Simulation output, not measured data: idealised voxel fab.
process module | voxel wiring stack
cross-section cut | 240 nm wide | cells 5 nm
A cross-section is a grid of square cells, given in bands from the top down. A band is one or more rows of cells.
Each band's line starts with the height of the band's top and of its bottom, in nm. Then come its materials from left to right, each with its width in nm. One material with "throughout" fills the band from edge to edge. "air" is empty space.
Height 0 is the level under which the wafer as received is all one material. The lowest band goes on downwards, as in "0 down".
A width such as "30 to 40" changes by the same amount from each row of cells to the next, from the band's top row to its bottom row.
"no change" after a step means that no cell of the cross-section changed.
closed voids: empty space of 8 cells or more with no open way to the top, each as width x height at its distance from the left edge, in nm
after a step's settings: what the simulator itself notes on the step
overlay nm, on a step with a mask: how far to the right of its planned place the mask lay; to the left if negative
plan
1 op RECEIVE | material Si
2 op CONFORMAL_DEP | material SiO2 | thk nm 10
3 op DIRECTIONAL_DEP | material TiN | thk nm 5
4 op DIRECTIONAL_DEP | material Ru | thk nm 15
5 op PATTERN | tone cover | mask id METAL_1 | material resist | width nm 25 | pitch nm 40 | thk nm 15 | overlay nm 0
6 op DIRECTIONAL_ETCH | etch materials Ru | depth nm 15
7 op DIRECTIONAL_ETCH | etch materials TiN | depth nm 5
8 op STRIP | etch materials resist
9 op CONFORMAL_DEP | material SiN | thk nm 5
10 op FILL_DEP | material SiO2 | thk nm 10
11 op CMP | height nm 30
12 op CONFORMAL_DEP | material SiCN | thk nm 5
13 op DIRECTIONAL_DEP | material SiO2 | thk nm 35
14 op MASKED_ETCH | tone open | mask id METAL_2 | width nm 25 | pitch nm 40 | etch materials SiO2 | depth nm 20 | overlay nm 0
15 op DIRECTIONAL_DEP | material aC | thk nm 15
16 op PATTERN | tone open | mask id METAL_2_HOLES | material resist | width nm 15 | pitch nm 40 | thk nm 30 | overlay nm -15
17 op DIRECTIONAL_ETCH | etch materials aC | depth nm 15
18 op STRIP | etch materials resist
19 op DIRECTIONAL_ETCH | etch materials SiO2 | depth nm 15
20 op DIRECTIONAL_ETCH | etch materials SiCN | depth nm 5
21 op STRIP | etch materials aC
22 op CONFORMAL_DEP | material TiN | thk nm 5
23 op FILL_DEP | material Cu | thk nm 10
24 op CMP | height nm 70
25 op CONFORMAL_DEP | material SiCN | thk nm 5
26 op DIRECTIONAL_DEP | material lowk | thk nm 20
27 op PATTERN | tone open | mask id PLUG_2 | material resist | width nm 15 | pitch nm 80 | thk nm 20 | overlay nm 0
28 op DIRECTIONAL_ETCH | etch materials lowk | depth nm 20
29 op DIRECTIONAL_ETCH | etch materials SiCN | depth nm 5
30 op STRIP | etch materials resist
31 op EPI | material Ru | thk nm 10
32 op EPI | material Ru | thk nm 10
33 op EPI | material Ru | thk nm 5
34 op DIRECTIONAL_DEP | material TiN | thk nm 5
35 op DIRECTIONAL_DEP | material W | thk nm 15
36 op PATTERN | tone cover | mask id METAL_3 | material resist | width nm 25 | pitch nm 40 | thk nm 20 | overlay nm 0
37 op DIRECTIONAL_ETCH | etch materials W | depth nm 15
38 op DIRECTIONAL_ETCH | etch materials TiN | depth nm 5
39 op STRIP | etch materials resist
40 op CONFORMAL_DEP | material SiCN | thk nm 5
41 op FILL_DEP | material SiO2 | thk nm 10
42 op CMP | height nm 115
43 op CONFORMAL_DEP | material SiCN | thk nm 5
varied across the wafers: overlay nm of step 16. The plan shows the first wafer's value. All wafers start alike
first wafer as received, after step 1
  0 down: Si throughout
  closed voids: none
each wafer at the end: cells of each material gained (+) or lost (-) since it was received, then its closed voids
overlay nm -15 | +72 Cu | +90 Ru | +190 SiCN | +52 SiN | +436 SiO2 | +84 TiN | +60 W | +168 lowk | closed voids: none
overlay nm -10 | +52 Cu | +90 Ru | +186 SiCN | +52 SiN | +436 SiO2 | +108 TiN | +60 W | +168 lowk | closed voids: none
overlay nm -5 | +44 Cu | +90 Ru | +182 SiCN | +52 SiN | +436 SiO2 | +120 TiN | +60 W | +168 lowk | closed voids: none
overlay nm 0 | +52 Cu | +90 Ru | +178 SiCN | +52 SiN | +436 SiO2 | +116 TiN | +60 W | +168 lowk | closed voids: none
overlay nm 5 | +52 Cu | +90 Ru | +178 SiCN | +52 SiN | +436 SiO2 | +116 TiN | +60 W | +168 lowk | closed voids: none
overlay nm 10 | +52 Cu | +90 Ru | +178 SiCN | +52 SiN | +436 SiO2 | +116 TiN | +60 W | +168 lowk | closed voids: none
overlay nm 15 | +44 Cu | +90 Ru | +182 SiCN | +52 SiN | +436 SiO2 | +120 TiN | +60 W | +168 lowk | closed voids: none
